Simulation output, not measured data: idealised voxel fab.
process module | voxel wiring stack
cross-section cut | 290 nm wide | cells 5 nm
A cross-section is a grid of square cells, given in bands from the top down. A band is one or more rows of cells.
Each band's line starts with the height of the band's top and of its bottom, in nm. Then come its materials from left to right, each with its width in nm. One material with "throughout" fills the band from edge to edge. "air" is empty space.
Height 0 is the level under which the wafer as received is all one material. The lowest band goes on downwards, as in "0 down".
A width such as "30 to 40" changes by the same amount from each row of cells to the next, from the band's top row to its bottom row.
"no change" after a step means that no cell of the cross-section changed.
closed voids: empty space of 8 cells or more with no open way to the top, each as width x height at its distance from the left edge, in nm
after a step's settings: what the simulator itself notes on the step
overlay nm, on a step with a mask: how far to the right of its planned place the mask lay; to the left if negative
plan
1 op RECEIVE | material Si
2 op CONFORMAL_DEP | material SiO2 | thk nm 15
3 op CONFORMAL_DEP | material SiN | thk nm 5
4 op DIRECTIONAL_DEP | material SiO2 | thk nm 15
5 op PATTERN | tone open | mask id METAL_1 | material resist | width nm 20 | pitch nm 50 | thk nm 20 | overlay nm 0
6 op DIRECTIONAL_ETCH | etch materials SiO2 | depth nm 15
7 op DIRECTIONAL_ETCH | etch materials SiN | depth nm 5
8 op STRIP | etch materials resist
9 op CONFORMAL_DEP | material TiN | thk nm 5
10 op FILL_DEP | material Cu | thk nm 5
11 op CMP | height nm 35
12 op CONFORMAL_DEP | material SiCN | thk nm 5
13 op DIRECTIONAL_DEP | material SiO2 | thk nm 25
14 op DIRECTIONAL_DEP | material aC | thk nm 15
15 op PATTERN | tone open | mask id METAL_2_HOLES | material resist | width nm 15 | pitch nm 100 | thk nm 35 | overlay nm 0
16 op DIRECTIONAL_ETCH | etch materials aC | depth nm 15
17 op STRIP | etch materials resist
18 op DIRECTIONAL_ETCH | etch materials SiO2 | depth nm 25
19 op STRIP | etch materials aC
20 op PATTERN | tone open | mask id METAL_2 | material resist | width nm 20 | pitch nm 50 | thk nm 15 | overlay nm 0
21 op DIRECTIONAL_ETCH | etch materials SiO2 | depth nm 15
22 op DIRECTIONAL_ETCH | etch materials SiCN | depth nm 5
23 op STRIP | etch materials resist
24 op CONFORMAL_DEP | material TiN | thk nm 5
25 op FILL_DEP | material Ru | thk nm 10
26 op CMP | height nm 65
27 op CONFORMAL_DEP | material SiCN | thk nm 5
28 op DIRECTIONAL_DEP | material lowk | thk nm 30
29 op PATTERN | tone open | mask id METAL_3_HOLES | material resist | width nm 15 | pitch nm 100 | thk nm 20 | overlay nm 0
30 op DIRECTIONAL_ETCH | etch materials lowk | depth nm 30
31 op STRIP | etch materials resist
32 op MASKED_ETCH | tone open | mask id METAL_3 | width nm 20 | pitch nm 50 | etch materials lowk | depth nm 20 | overlay nm 0
33 op MASKED_ETCH | tone open | mask id METAL_3 | width nm 20 | pitch nm 50 | etch materials SiCN | depth nm 5 | overlay nm 0
34 op CONFORMAL_DEP | material TiN | thk nm 5
35 op FILL_DEP | material Ru | thk nm 10
36 op CMP | height nm 100
37 op CONFORMAL_DEP | material SiCN | thk nm 5
38 op DIRECTIONAL_DEP | material lowk | thk nm 10
39 op MASKED_ETCH | tone open | mask id PLUG_3 | width nm 15 | pitch nm 50 | etch materials lowk | depth nm 10 | overlay nm 0
40 op MASKED_ETCH | tone open | mask id PLUG_3 | width nm 15 | pitch nm 50 | etch materials SiCN | depth nm 5 | overlay nm 0
41 op EPI | material Ru | thk nm 10
42 op EPI | material Ru | thk nm 5
43 op CONFORMAL_DEP | material SiN | thk nm 5
44 op DIRECTIONAL_DEP | material lowk | thk nm 15
45 op DIRECTIONAL_DEP | material aC | thk nm 15
46 op PATTERN | tone open | mask id METAL_4 | material resist | width nm 20 | pitch nm 50 | thk nm 35 | overlay nm 0
47 op DIRECTIONAL_ETCH | etch materials aC | depth nm 15
48 op STRIP | etch materials resist
49 op DIRECTIONAL_ETCH | etch materials lowk | depth nm 15
50 op DIRECTIONAL_ETCH | etch materials SiN | depth nm 5
51 op STRIP | etch materials aC
52 op CONFORMAL_DEP | material TiN | thk nm 5
53 op FILL_DEP | material Ru | thk nm 5
54 op CMP | height nm 135
55 op EPI | material Ru | thk nm 5
56 op FILL_DEP | material SiCN | thk nm 5
as received, after step 1
  0 down: Si throughout
  closed voids: none
a wafer at the end: this start, this plan, one mistake
  145 to 140: SiCN throughout
  140 to 135: SiCN 80 | Ru 30 | SiCN 20 | Ru 30 | SiCN 20 | Ru 30 | SiCN 80
  135 to 120: lowk 85 | TiN 5 | Ru 10 | TiN 5 | lowk 30 | TiN 5 | Ru 10 | TiN 5 | lowk 30 | TiN 5 | Ru 10 | TiN 5 | lowk 85
  120 to 115: SiN 85 | TiN 20 | SiN 30 | TiN 20 | SiN 30 | TiN 20 | SiN 85
  115 to 105: lowk 85 | Ru 15 | lowk 35 | Ru 15 | lowk 35 | Ru 15 | lowk 90
  105 to 100: SiCN 85 | Ru 15 | SiCN 35 | Ru 15 | SiCN 35 | Ru 15 | SiCN 90
  100 to 85: lowk 85 | TiN 5 | Ru 10 | TiN 5 | lowk 30 | TiN 5 | Ru 10 | TiN 5 | lowk 30 | TiN 5 | Ru 10 | TiN 5 | lowk 85
  85 to 80: lowk 85 | TiN 5 | Ru 5 | TiN 10 | lowk 30 | TiN 20 | lowk 30 | TiN 5 | Ru 5 | TiN 10 | lowk 85
  80 to 70: lowk 85 | TiN 5 | Ru 5 | TiN 5 | lowk 85 | TiN 5 | Ru 5 | TiN 5 | lowk 90
  70 to 65: SiCN 85 | TiN 15 | SiCN 85 | TiN 15 | SiCN 90
  65 to 55: Ru 95 | TiN 5 | SiO2 5 | TiN 5 | Ru 20 | TiN 5 | SiO2 20 | TiN 5 | Ru 35 | TiN 5 | SiO2 5 | TiN 5 | Ru 80
  55 to 50: TiN 90 | Ru 5 | TiN 5 | SiO2 5 | TiN 30 | SiO2 20 | TiN 35 | Ru 5 | TiN 5 | SiO2 5 | TiN 85
  50 to 45: SiO2 85 | TiN 5 | Ru 5 | TiN 5 | SiO2 85 | TiN 5 | Ru 5 | TiN 5 | SiO2 90
  45 to 40: SiO2 85 | TiN 15 | SiO2 85 | TiN 15 | SiO2 90
  40 to 35: SiCN throughout
  35 to 20: SiO2 85 | TiN 5 | Cu 10 | TiN 5 | SiO2 30 | TiN 5 | Cu 10 | TiN 5 | SiO2 30 | TiN 5 | Cu 10 | TiN 5 | SiO2 85
  20 to 15: SiN 85 | TiN 20 | SiN 30 | TiN 20 | SiN 30 | TiN 20 | SiN 85
  15 to 0: SiO2 throughout
  0 down: Si throughout
  closed voids: none
what went wrong: step 20 ran as: op PATTERN | tone cover | mask id METAL_2 | material resist | width nm 20 | pitch nm 50 | thk nm 15 | overlay nm 0
